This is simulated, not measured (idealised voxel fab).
The following is a process module called voxel self aligned vias.
Square cells of 5 nm make up the cross-section cut, whose width is 280 nm.
The cross-sections in this document take the form of a grid made of square cells. They are written out as bands, in order from top to bottom. Each band consists of one or more rows of cells.
Look at the band entry: it leads with the top's height and the bottom's height in nm. Then it lists the materials left to right, with a width in nm for each. The word "throughout" on a single material says that material fills the band edge to edge. The word "blank" is empty space.
Heights are reckoned from 0. Under this level, the received wafer is all of one material. The bottommost band is open-ended downward, for example "z 0 and below".
Read "30->40" as a graded width: first number on top, second number at the bottom, same change between each pair of neighbouring rows.
Where a step carries "stayed the same", the cross-section came out of it unchanged, cell for cell.
"Unvented internal voids" means: voids of 8 cells or more that are shut off from the top with no open way through. Written width x height at distance, distance from the left edge, in nm.
Formally, on a step line, whatever follows the settings is a remark that the simulator itself makes on the step.
overlay nm: on a step with a mask, how far right of its planned place the mask lay; negative means left.

-- Process steps foreseen in the plan
step 1: RECEIVE | material Si
step 2: CONFORMAL_DEP | material SiO2 | thk nm 15
step 3: CONFORMAL_DEP | material SiCN | thk nm 5
step 4: DIRECTIONAL_DEP | material lowk | thk nm 30
step 5: MASKED_ETCH | tone open | mask id LINES | width nm 25 | pitch nm 65 | etch materials lowk | depth nm 30 | overlay nm 0
step 6: CONFORMAL_DEP | material TiN | thk nm 5
step 7: FILL_DEP | material Ru | thk nm 5
step 8: CMP | height nm 50
step 9: SELECTIVE_ETCH | etch materials W Ru TiN | depth nm 10
step 10: FILL_DEP | material SiN | thk nm 5
step 11: CMP | height nm 50
step 12: DIRECTIONAL_DEP | material lowk | thk nm 20
step 13: PATTERN | tone open | mask id VIAS | material resist | width nm 45 | pitch nm 130 | thk nm 15 | overlay nm 0
step 14: DIRECTIONAL_ETCH | etch materials lowk | depth nm 20
step 15: DIRECTIONAL_ETCH | etch materials SiN | depth nm 10
step 16: STRIP | etch materials resist
step 17: CONFORMAL_DEP | material TiN | thk nm 5
step 18: FILL_DEP | material Ru | thk nm 5
step 19: CMP | height nm 70
step 20: CONFORMAL_DEP | material SiN | thk nm 5

-- Delivered wafer in cross-section: state after step 1
    z 0 and below | Si throughout
    Unvented internal voids: none

-- One mistake in running the module, otherwise start and plan as above: cross-section at the end
    z 75 to 70 | SiN throughout
    z 70 to 55 | lowk=45; TiN=5; Ru=35; TiN=5; lowk=85; TiN=5; Ru=35; TiN=5; lowk=60
    z 55 to 50 | lowk=45; TiN=20; Ru=15; TiN=10; lowk=85; TiN=20; Ru=15; TiN=10; lowk=60
    z 50 to 45 | lowk=60; TiN=5; Ru=15; TiN=5; lowk=40; SiN=25; lowk=40; TiN=5; Ru=15; TiN=5; lowk=65
    z 45 to 40 | lowk=60; TiN=25; lowk=40; SiN=25; lowk=40; TiN=25; lowk=65
    z 40 to 25 | lowk=60; TiN=5; Ru=15; TiN=5; lowk=40; TiN=5; Ru=15; TiN=5; lowk=40; TiN=5; Ru=15; TiN=5; lowk=65
    z 25 to 20 | lowk=60; TiN=25; lowk=40; TiN=25; lowk=40; TiN=25; lowk=65
    z 20 to 15 | SiCN throughout
    z 15 to 0 | SiO2 throughout
    z 0 and below | Si throughout
    Unvented internal voids: none
Diagnosis: step 13 ran with different settings than intended, the actual operation and settings being PATTERN | tone open | mask id VIAS | material resist | width nm 45 | pitch nm 130 | thk nm 15 | overlay nm -5
